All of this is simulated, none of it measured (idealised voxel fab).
process module | voxel self aligned contacts
cross-section cut | 285 nm wide | cells 5 nm
A cross-section is a grid of square cells, given in bands from the top down. A band is one or more rows of cells.
Each band's line starts with the height of the band's top and of its bottom, in nm. Then come its materials from left to right, each with its width in nm. One material with "throughout" fills the band from edge to edge. "air" is empty space.
Height 0 is the level under which the wafer as received is all one material. The lowest band goes on downwards, as in "0 down".
A width such as "30 to 40" changes by the same amount from each row of cells to the next, from the band's top row to its bottom row.
"no change" after a step means that no cell of the cross-section changed.
closed voids: empty space of 8 cells or more with no open way to the top, each as width x height at its distance from the left edge, in nm
after a step's settings: what the simulator itself notes on the step
overlay nm, on a step with a mask: how far to the right of its planned place the mask lay; to the left if negative
plan
1 op RECEIVE | material Si
2 op OXIDIZE | depth nm 5
3 op DIRECTIONAL_DEP | material polySi | thk nm 25
4 op DIRECTIONAL_DEP | material SiN | thk nm 15
5 op DIRECTIONAL_DEP | material aC | thk nm 15
6 op PATTERN | tone cover | mask id GATE | material resist | width nm 25 | pitch nm 55 | thk nm 30 | overlay nm 0
7 op DIRECTIONAL_ETCH | etch materials aC | depth nm 15
8 op STRIP | etch materials resist
9 op DIRECTIONAL_ETCH | etch materials SiN | depth nm 15
10 op DIRECTIONAL_ETCH | etch materials polySi | depth nm 25
11 op STRIP | etch materials aC
12 op CONFORMAL_DEP | material SiN | thk nm 5
13 op DIRECTIONAL_ETCH | etch materials SiN | depth nm 5
14 op FILL_DEP | material SiO2 | thk nm 10
15 op CMP | height nm 45
16 op MASKED_ETCH | tone open | mask id CONTACT | width nm 40 | pitch nm 55 | etch materials SiO2 | depth nm 50 | overlay nm 0
17 op CONFORMAL_DEP | material TiN | thk nm 5
18 op FILL_DEP | material W | thk nm 5
19 op CMP | height nm 45
20 op CONFORMAL_DEP | material SiN | thk nm 5
first wafer, as planned
as received, after step 1
  0 down: Si throughout
  closed voids: none
after step 2
  0 to -5: SiO2 throughout
  below -5: unchanged
after step 3
  25 to 0: polySi throughout
  below 0: unchanged
after step 4
  40 to 25: SiN throughout
  below 25: unchanged
after step 5
  55 to 40: aC throughout
  below 40: unchanged
after step 6
  85 to 55: air 75 | resist 25 | air 30 | resist 25 | air 30 | resist 25 | air 75
  below 55: unchanged
after step 7
  70 to 55: air 75 | resist 25 | air 30 | resist 25 | air 30 | resist 25 | air 75
  55 to 40: air 75 | aC 25 | air 30 | aC 25 | air 30 | aC 25 | air 75
  below 40: unchanged
after step 8
  55 to 40: air 75 | aC 25 | air 30 | aC 25 | air 30 | aC 25 | air 75
  below 40: unchanged
after step 9
  55 to 40: air 75 | aC 25 | air 30 | aC 25 | air 30 | aC 25 | air 75
  40 to 25: air 75 | SiN 25 | air 30 | SiN 25 | air 30 | SiN 25 | air 75
  below 25: unchanged
after step 10
  55 to 40: air 75 | aC 25 | air 30 | aC 25 | air 30 | aC 25 | air 75
  40 to 25: air 75 | SiN 25 | air 30 | SiN 25 | air 30 | SiN 25 | air 75
  25 to 0: air 75 | polySi 25 | air 30 | polySi 25 | air 30 | polySi 25 | air 75
  below 0: unchanged
after step 11
  40 to 25: air 75 | SiN 25 | air 30 | SiN 25 | air 30 | SiN 25 | air 75
  below 25: unchanged
after step 12
  45 to 25: air 70 | SiN 35 | air 20 | SiN 35 | air 20 | SiN 35 | air 70
  25 to 5: air 70 | SiN 5 | polySi 25 | SiN 5 | air 20 | SiN 5 | polySi 25 | SiN 5 | air 20 | SiN 5 | polySi 25 | SiN 5 | air 70
  5 to 0: SiN 75 | polySi 25 | SiN 30 | polySi 25 | SiN 30 | polySi 25 | SiN 75
  below 0: unchanged
after step 13
  40 to 25: air 70 | SiN 35 | air 20 | SiN 35 | air 20 | SiN 35 | air 70
  25 to 0: air 70 | SiN 5 | polySi 25 | SiN 5 | air 20 | SiN 5 | polySi 25 | SiN 5 | air 20 | SiN 5 | polySi 25 | SiN 5 | air 70
  below 0: unchanged
after step 14
  50 to 40: SiO2 throughout
  40 to 25: SiO2 70 | SiN 35 | SiO2 20 | SiN 35 | SiO2 20 | SiN 35 | SiO2 70
  25 to 0: SiO2 70 | SiN 5 | polySi 25 | SiN 5 | SiO2 20 | SiN 5 | polySi 25 | SiN 5 | SiO2 20 | SiN 5 | polySi 25 | SiN 5 | SiO2 70
  below 0: unchanged
after step 15
  45 to 40: SiO2 throughout
  below 40: unchanged
after step 16
  45 to 40: SiO2 95 | air 40 | SiO2 15 | air 40 | SiO2 95
  40 to 25: SiO2 70 | SiN 35 | air 20 | SiN 35 | air 20 | SiN 35 | SiO2 70
  25 to 0: SiO2 70 | SiN 5 | polySi 25 | SiN 5 | air 20 | SiN 5 | polySi 25 | SiN 5 | air 20 | SiN 5 | polySi 25 | SiN 5 | SiO2 70
  0 to -5: SiO2 105 | air 20 | SiO2 35 | air 20 | SiO2 105
  below -5: unchanged
after step 17
  50 to 45: TiN 100 | air 30 | TiN 25 | air 30 | TiN 100
  45 to 40: SiO2 95 | TiN 15 | air 10 | TiN 15 | SiO2 15 | TiN 15 | air 10 | TiN 15 | SiO2 95
  40 to 25: SiO2 70 | SiN 35 | TiN 5 | air 10 | TiN 5 | SiN 35 | TiN 5 | air 10 | TiN 5 | SiN 35 | SiO2 70
  25 to 0: SiO2 70 | SiN 5 | polySi 25 | SiN 5 | TiN 5 | air 10 | TiN 5 | SiN 5 | polySi 25 | SiN 5 | TiN 5 | air 10 | TiN 5 | SiN 5 | polySi 25 | SiN 5 | SiO2 70
  0 to -5: SiO2 105 | TiN 20 | SiO2 35 | TiN 20 | SiO2 105
  below -5: unchanged
after step 18
  55 to 50: W throughout
  50 to 45: TiN 100 | W 30 | TiN 25 | W 30 | TiN 100
  45 to 40: SiO2 95 | TiN 15 | W 10 | TiN 15 | SiO2 15 | TiN 15 | W 10 | TiN 15 | SiO2 95
  40 to 25: SiO2 70 | SiN 35 | TiN 5 | W 10 | TiN 5 | SiN 35 | TiN 5 | W 10 | TiN 5 | SiN 35 | SiO2 70
  25 to 0: SiO2 70 | SiN 5 | polySi 25 | SiN 5 | TiN 5 | W 10 | TiN 5 | SiN 5 | polySi 25 | SiN 5 | TiN 5 | W 10 | TiN 5 | SiN 5 | polySi 25 | SiN 5 | SiO2 70
  below 0: unchanged
after step 19
  45 to 40: SiO2 95 | TiN 15 | W 10 | TiN 15 | SiO2 15 | TiN 15 | W 10 | TiN 15 | SiO2 95
  below 40: unchanged
after step 20
  50 to 45: SiN throughout
  below 45: unchanged
second wafer: like start, like plan, one mistake. Through step 11 it matches the first wafer
when step 12 should have ended
  45 to 40: air 70 | aC 35 | air 20 | aC 35 | air 20 | aC 35 | air 70
  40 to 25: air 70 | aC 5 | SiN 25 | aC 5 | air 20 | aC 5 | SiN 25 | aC 5 | air 20 | aC 5 | SiN 25 | aC 5 | air 70
  25 to 5: air 70 | aC 5 | polySi 25 | aC 5 | air 20 | aC 5 | polySi 25 | aC 5 | air 20 | aC 5 | polySi 25 | aC 5 | air 70
  5 to 0: aC 75 | polySi 25 | aC 30 | polySi 25 | aC 30 | polySi 25 | aC 75
  below 0: unchanged
when step 13 should have ended: no change
when step 14 should have ended
  55 to 45: SiO2 throughout
  45 to 40: SiO2 70 | aC 35 | SiO2 20 | aC 35 | SiO2 20 | aC 35 | SiO2 70
  40 to 25: SiO2 70 | aC 5 | SiN 25 | aC 5 | SiO2 20 | aC 5 | SiN 25 | aC 5 | SiO2 20 | aC 5 | SiN 25 | aC 5 | SiO2 70
  25 to 5: SiO2 70 | aC 5 | polySi 25 | aC 5 | SiO2 20 | aC 5 | polySi 25 | aC 5 | SiO2 20 | aC 5 | polySi 25 | aC 5 | SiO2 70
  below 5: unchanged
when step 15 should have ended
  45 to 40: SiO2 70 | aC 35 | SiO2 20 | aC 35 | SiO2 20 | aC 35 | SiO2 70
  below 40: unchanged
when step 16 should have ended
  45 to 40: SiO2 70 | aC 35 | air 20 | aC 35 | air 20 | aC 35 | SiO2 70
  40 to 25: SiO2 70 | aC 5 | SiN 25 | aC 5 | air 20 | aC 5 | SiN 25 | aC 5 | air 20 | aC 5 | SiN 25 | aC 5 | SiO2 70
  25 to 5: SiO2 70 | aC 5 | polySi 25 | aC 5 | air 20 | aC 5 | polySi 25 | aC 5 | air 20 | aC 5 | polySi 25 | aC 5 | SiO2 70
  below 5: unchanged
when step 17 should have ended
  50 to 45: TiN 110 | air 10 | TiN 45 | air 10 | TiN 110
  45 to 40: SiO2 70 | aC 35 | TiN 5 | air 10 | TiN 5 | aC 35 | TiN 5 | air 10 | TiN 5 | aC 35 | SiO2 70
  40 to 25: SiO2 70 | aC 5 | SiN 25 | aC 5 | TiN 5 | air 10 | TiN 5 | aC 5 | SiN 25 | aC 5 | TiN 5 | air 10 | TiN 5 | aC 5 | SiN 25 | aC 5 | SiO2 70
  25 to 10: SiO2 70 | aC 5 | polySi 25 | aC 5 | TiN 5 | air 10 | TiN 5 | aC 5 | polySi 25 | aC 5 | TiN 5 | air 10 | TiN 5 | aC 5 | polySi 25 | aC 5 | SiO2 70
  10 to 5: SiO2 70 | aC 5 | polySi 25 | aC 5 | TiN 20 | aC 5 | polySi 25 | aC 5 | TiN 20 | aC 5 | polySi 25 | aC 5 | SiO2 70
  below 5: unchanged
when step 18 should have ended
  55 to 50: W throughout
  50 to 45: TiN 110 | W 10 | TiN 45 | W 10 | TiN 110
  45 to 40: SiO2 70 | aC 35 | TiN 5 | W 10 | TiN 5 | aC 35 | TiN 5 | W 10 | TiN 5 | aC 35 | SiO2 70
  40 to 25: SiO2 70 | aC 5 | SiN 25 | aC 5 | TiN 5 | W 10 | TiN 5 | aC 5 | SiN 25 | aC 5 | TiN 5 | W 10 | TiN 5 | aC 5 | SiN 25 | aC 5 | SiO2 70
  25 to 10: SiO2 70 | aC 5 | polySi 25 | aC 5 | TiN 5 | W 10 | TiN 5 | aC 5 | polySi 25 | aC 5 | TiN 5 | W 10 | TiN 5 | aC 5 | polySi 25 | aC 5 | SiO2 70
  below 10: unchanged
when step 19 should have ended
  45 to 40: SiO2 70 | aC 35 | TiN 5 | W 10 | TiN 5 | aC 35 | TiN 5 | W 10 | TiN 5 | aC 35 | SiO2 70
  below 40: unchanged
when step 20 should have ended
  50 to 45: SiN throughout
  below 45: unchanged
what went wrong: step 12 ran as: op CONFORMAL_DEP | material aC | thk nm 5
at the end the second wafer has, in cells: 48 fewer of SiN | 33 fewer of SiO2 | 16 fewer of TiN | 8 fewer of W | 105 more of aC
